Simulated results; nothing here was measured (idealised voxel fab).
process module | voxel self aligned contacts
cross-section cut | 180 nm wide | cells 5 nm
A cross-section is a grid of square cells, given in bands from the top down. A band is one or more rows of cells.
Each band's line starts with the height of the band's top and of its bottom, in nm. Then come its materials from left to right, each with its width in nm. One material with "throughout" fills the band from edge to edge. "air" is empty space.
Height 0 is the level under which the wafer as received is all one material. The lowest band goes on downwards, as in "0 down".
A width such as "30 to 40" changes by the same amount from each row of cells to the next, from the band's top row to its bottom row.
"no change" after a step means that no cell of the cross-section changed.
closed voids: empty space of 8 cells or more with no open way to the top, each as width x height at its distance from the left edge, in nm
after a step's settings: what the simulator itself notes on the step
overlay nm, on a step with a mask: how far to the right of its planned place the mask lay; to the left if negative
plan
1 op RECEIVE | material Si
2 op OXIDIZE | depth nm 5
3 op DIRECTIONAL_DEP | material polySi | thk nm 25
4 op DIRECTIONAL_DEP | material SiN | thk nm 15
5 op PATTERN | tone cover | mask id GATE | material resist | width nm 30 | pitch nm 60 | thk nm 20 | overlay nm 0
6 op DIRECTIONAL_ETCH | etch materials SiN | depth nm 15
7 op DIRECTIONAL_ETCH | etch materials polySi | depth nm 25
8 op STRIP | etch materials resist
9 op CONFORMAL_DEP | material SiN | thk nm 5
10 op DIRECTIONAL_ETCH | etch materials SiN | depth nm 5
11 op FILL_DEP | material SiO2 | thk nm 15
12 op CMP | height nm 50
13 op MASKED_ETCH | tone open | mask id CONTACT | width nm 40 | etch materials SiO2 | depth nm 55 | overlay nm 0
14 op CONFORMAL_DEP | material TiN | thk nm 5
15 op FILL_DEP | material W | thk nm 5
16 op CMP | height nm 50
17 op CONFORMAL_DEP | material SiCN | thk nm 5
as received, after step 1
  0 down: Si throughout
  closed voids: none
a wafer at the end: this start, this plan, one mistake
  55 to 50: SiCN throughout
  50 to 40: SiO2 70 | TiN 5 to 15 | W 30 to 10 | TiN 5 to 15 | SiO2 70
  40 to 25: SiO2 40 | SiN 40 | TiN 5 | W 10 | TiN 5 | SiN 40 | SiO2 40
  25 to 0: SiO2 80 | TiN 5 | W 10 | TiN 5 | SiO2 80
  0 to -5: SiO2 80 | TiN 20 | SiO2 80
  -5 down: Si throughout
  closed voids: none
what went wrong: step 3 ran as: op DIRECTIONAL_DEP | material SiO2 | thk nm 25
